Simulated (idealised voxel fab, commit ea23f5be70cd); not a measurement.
This is a process module. Its name is voxel transistor to metal.
Cross-section cut: width 250 nm, square cells of 5 nm.
Think of the cross-section as a grid of square cells. We describe it in bands, top to bottom, and each band covers one or more rows of those cells.
Read a band's entry like this: the first values are the height of its top and the height of its bottom in nm, and what follows is the sequence of materials from left to right, each with its width in nm. Note that "air" is empty space, and that a single material marked "edge to edge" reaches across the band from edge to edge.
All heights in this document are referenced to 0, defined as the level beneath which the wafer, as received, consists entirely of one material. The lowest band is not bounded below; it extends indefinitely downward and is written in the form "0 nm and below".
The notation "30..40" denotes a width that varies across the rows of cells in the band, beginning at the first number in the top row, finishing at the second number in the bottom row, and changing by an identical amount from each row to the next.
No cell of the cross-section changed in a step that is given as "remained unchanged".
Heads up: "Closed void listing" only lists the empty pockets with no open path to the top that are 8 cells or more, and it writes them as width x height at distance, distance from the left edge, in nm.
The remark found on a step's line after its settings is issued by the simulator itself and pertains to that step.
You can add "overlay nm" to a step's line. For a step with a mask, it describes how far the mask lay to the right of its planned position, and a negative number describes a lay to the left.
Intended process steps:
1) RECEIVE with material Si
2) CONFORMAL_DEP with material SiO2, thk nm 5
3) CONFORMAL_DEP with material SiN, thk nm 15
4) MASKED_ETCH with tone cover, mask id ACTIVE, width nm 85, pitch nm 115, etch materials SiN, depth nm 15, overlay nm 0
5) MASKED_ETCH with tone cover, mask id ACTIVE, width nm 85, pitch nm 115, etch materials SiO2, depth nm 5, overlay nm 0
6) MASKED_ETCH with tone cover, mask id ACTIVE, width nm 85, pitch nm 115, etch materials Si, depth nm 20, overlay nm 0
7) OXIDIZE with depth nm 5
8) FILL_DEP with material SiO2, thk nm 5
9) CMP with height nm 20
10) SELECTIVE_ETCH with etch materials SiO2, depth nm 15
11) STRIP with etch materials SiN
12) SELECTIVE_ETCH with etch materials SiO2, depth nm 5
13) OXIDIZE with depth nm 5
14) DIRECTIONAL_DEP with material polySi, thk nm 30
15) DIRECTIONAL_DEP with material SiCN, thk nm 15
16) PATTERN with tone cover, mask id GATE, material resist, width nm 15, pitch nm 115, thk nm 20, overlay nm 0
17) DIRECTIONAL_ETCH with etch materials SiCN, depth nm 25
18) DIRECTIONAL_ETCH with etch materials polySi, depth nm 40
19) STRIP with etch materials resist
20) CONFORMAL_DEP with material SiN, thk nm 5
21) DIRECTIONAL_ETCH with etch materials SiN, depth nm 5
22) DIRECTIONAL_ETCH with etch materials SiO2, depth nm 5
23) DIRECTIONAL_ETCH with etch materials Si, depth nm 10
24) EPI with material nSi, thk nm 10
25) FILL_DEP with material SiO2, thk nm 10
26) CMP with height nm 45
27) DIRECTIONAL_DEP with material SiO2, thk nm 15
28) PATTERN with tone open, mask id CONTACT, material resist, width nm 15, thk nm 15, overlay nm 0
29) DIRECTIONAL_ETCH with etch materials SiO2, depth nm 65
30) STRIP with etch materials resist
31) CONFORMAL_DEP with material TiN, thk nm 5
32) FILL_DEP with material W, thk nm 5
33) CMP with height nm 60
34) DIRECTIONAL_DEP with material TiN, thk nm 5
35) DIRECTIONAL_DEP with material W, thk nm 15
36) DIRECTIONAL_DEP with material aC, thk nm 10
37) PATTERN with tone cover, mask id METAL_1, material resist, width nm 15, thk nm 25, overlay nm 0
38) DIRECTIONAL_ETCH with etch materials aC, depth nm 10
39) STRIP with etch materials resist
40) DIRECTIONAL_ETCH with etch materials W, depth nm 15
41) DIRECTIONAL_ETCH with etch materials TiN, depth nm 5
42) STRIP with etch materials aC
43) CONFORMAL_DEP with material SiCN, thk nm 5
44) FILL_DEP with material lowk, thk nm 10
45) CMP with height nm 80
46) CONFORMAL_DEP with material SiCN, thk nm 5
This is the cross-section of the wafer as we received it, i.e. after step 1:
	0 nm and below | Si edge to edge
	Closed void listing: none
The following cross-section depicts the wafer upon conclusion of the module. Processing commenced from the starting condition illustrated above and adhered to the plan illustrated above, save for one mistake in execution:
	85 nm to 80 nm | SiCN edge to edge
	80 nm to 65 nm | 30 nm W, 5 nm SiCN, 5 nm lowk, 5 nm SiCN, 45 nm W, 5 nm SiCN, 5 nm lowk, 5 nm SiCN, 40 nm W, 5 nm SiCN, 5 nm lowk, 5 nm SiCN, 45 nm W, 5 nm SiCN, 5 nm lowk, 5 nm SiCN, 30 nm W
	65 nm to 60 nm | 30 nm TiN, 15 nm SiCN, 45 nm TiN, 15 nm SiCN, 40 nm TiN, 15 nm SiCN, 45 nm TiN, 15 nm SiCN, 30 nm TiN
	60 nm to 45 nm | 30 nm SiO2, 5 nm TiN, 5 nm W, 5 nm TiN, 45 nm SiO2, 5 nm TiN, 5 nm W, 5 nm TiN, 40 nm SiO2, 5 nm TiN, 5 nm W, 5 nm TiN, 45 nm SiO2, 5 nm TiN, 5 nm W, 5 nm TiN, 30 nm SiO2
	45 nm to 30 nm | 30 nm SiO2, 5 nm TiN, 5 nm W, 5 nm TiN, 10 nm SiO2, 5 nm SiN, 15 nm SiCN, 5 nm SiN, 10 nm SiO2, 5 nm TiN, 5 nm W, 5 nm TiN, 40 nm SiO2, 5 nm TiN, 5 nm W, 5 nm TiN, 10 nm SiO2, 5 nm SiN, 15 nm SiCN, 5 nm SiN, 10 nm SiO2, 5 nm TiN, 5 nm W, 5 nm TiN, 30 nm SiO2
	30 nm to 5 nm | 30 nm SiO2, 5 nm TiN, 5 nm W, 5 nm TiN, 10 nm SiO2, 5 nm SiN, 15 nm polySi, 5 nm SiN, 10 nm SiO2, 5 nm TiN, 5 nm W, 5 nm TiN, 40 nm SiO2, 5 nm TiN, 5 nm W, 5 nm TiN, 10 nm SiO2, 5 nm SiN, 15 nm polySi, 5 nm SiN, 10 nm SiO2, 5 nm TiN, 5 nm W, 5 nm TiN, 30 nm SiO2
	5 nm to 0 nm | 30 nm SiO2, 5 nm TiN, 5 nm W, 5 nm TiN, 10 nm nSi, 5 nm SiN, 15 nm polySi, 5 nm SiN, 10 nm nSi, 5 nm TiN, 5 nm W, 5 nm TiN, 40 nm SiO2, 5 nm TiN, 5 nm W, 5 nm TiN, 10 nm nSi, 5 nm SiN, 15 nm polySi, 5 nm SiN, 10 nm nSi, 5 nm TiN, 5 nm W, 5 nm TiN, 30 nm SiO2
	0 nm to -5 nm | 30 nm SiO2, 15 nm TiN, 10 nm nSi, 25 nm SiO2, 10 nm nSi, 15 nm TiN, 40 nm SiO2, 15 nm TiN, 10 nm nSi, 25 nm SiO2, 10 nm nSi, 15 nm TiN, 30 nm SiO2
	-5 nm to -15 nm | 30 nm SiO2, 25 nm nSi, 25 nm Si, 25 nm nSi, 40 nm SiO2, 25 nm nSi, 25 nm Si, 25 nm nSi, 30 nm SiO2
	-15 nm to -25 nm | 30 nm SiO2, 75 nm Si, 40 nm SiO2, 75 nm Si, 30 nm SiO2
	-25 nm and below | Si edge to edge
	Closed void listing: none
What was the processing mistake? not per plan at step 37, really ran PATTERN with tone open, mask id METAL_1, material resist, width nm 15, thk nm 25, overlay nm 0
